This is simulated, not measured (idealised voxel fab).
Process module name: voxel gate over fins
The width of the displayed cross-section, cut, is 275 nm; its cells are square, with a size of 5 nm.
Throughout this document, each cross-section is represented as a grid of square cells and is presented as a sequence of bands enumerated from the top downward, where a band comprises one or more rows of cells. Band: top height; bottom height; in nm. Then, left to right: material with width in nm, for each material. "everywhere": a single material spanning edge to edge. "empty": empty space. Beneath 0, the wafer as received is one material, and that level is where height counting begins. The lowest band goes on downward without a bottom; it is written like "top 0, no bottom". You'd read "30 to 40" like this: the band's top row of cells is as wide as the first number, its bottom row is as wide as the second, and going down, every row changes width by the same amount as the row before did. Where the words "all unchanged" appear for a step, the cross-section shows no cell changed by that step; every cell remained as before. If an empty space has no open way to the top and is at least 8 cells in size, "Voids, sealed" lists it, written width x height at distance, where distance is measured from the left edge and every value is in nm. What comes after the settings on a step's line is commentary from the simulator itself on that step. What "overlay nm" on a step's line means: if the step has a mask, that mask lay this far to the right of its planned place, or, when the value is negative, to the left.

STEPS IN THE PROCESS PLAN
step 1: op RECEIVE | material Si
step 2: op CONFORMAL_DEP | material SiN | thk nm 10
step 3: op DIRECTIONAL_DEP | material aC | thk nm 15
step 4: op PATTERN | tone cover | mask id FINS | material resist | width nm 15 | pitch nm 50 | thk nm 35 | overlay nm 0
step 5: op DIRECTIONAL_ETCH | etch materials aC | depth nm 15
step 6: op STRIP | etch materials resist
step 7: op DIRECTIONAL_ETCH | etch materials SiN | depth nm 10
step 8: op DIRECTIONAL_ETCH | etch materials Si | depth nm 40
step 9: op STRIP | etch materials aC
step 10: op OXIDIZE | depth nm 5
step 11: op FILL_DEP | material SiO2 | thk nm 15
step 12: op CMP | height nm 10
step 13: op MASKED_ETCH | tone open | mask id RAIL | width nm 15 | etch materials SiO2 | depth nm 45 | overlay nm 0
step 14: op CONFORMAL_DEP | material TiN | thk nm 5
step 15: op FILL_DEP | material W | thk nm 10
step 16: op CMP | height nm 10
step 17: op SELECTIVE_ETCH | etch materials W Ru TiN | depth nm 30
step 18: op FILL_DEP | material SiO2 | thk nm 5
step 19: op CMP | height nm 10
step 20: op SELECTIVE_ETCH | etch materials SiO2 | depth nm 20
step 21: op STRIP | etch materials SiN
step 22: op CONFORMAL_DEP | material HfO2 | thk nm 5
step 23: op CONFORMAL_DEP | material TiN | thk nm 5
step 24: op CONFORMAL_DEP | material TiAl | thk nm 5
step 25: op CONFORMAL_DEP | material TiN | thk nm 5
step 26: op FILL_DEP | material W | thk nm 15
step 27: op CMP | height nm 30
step 28: op CONFORMAL_DEP | material SiCN | thk nm 10
The wafers in this document start out alike and differ in the thk nm applied at step 23; the plan shows the value used for the first wafer.

STEP 1 COMPLETE: AS-RECEIVED CROSS-SECTION OF THE FIRST OF SEVERAL WAFERS
    top 0, no bottom | Si everywhere
    Voids, sealed: none

PER-WAFER ROWS BELOW. FOR EACH MATERIAL: CELLS GAINED (+) OR LOST (-) SINCE THE WAFER WAS RECEIVED, AS OF END OF MODULE. THEN: CLOSED VOIDS
thk nm 5; +63 HfO2; -477 Si; +110 SiCN; +362 SiO2; +63 TiAl; +133 TiN; +186 W; Voids, sealed: none
thk nm 10; +63 HfO2; -477 Si; +110 SiCN; +362 SiO2; +63 TiAl; +194 TiN; +125 W; Voids, sealed: none
thk nm 15; +63 HfO2; -477 Si; +110 SiCN; +362 SiO2; +61 TiAl; +255 TiN; +66 W; Voids, sealed: none
thk nm 20; +63 HfO2; -477 Si; +110 SiCN; +362 SiO2; +59 TiAl; +291 TiN; +32 W; Voids, sealed: none
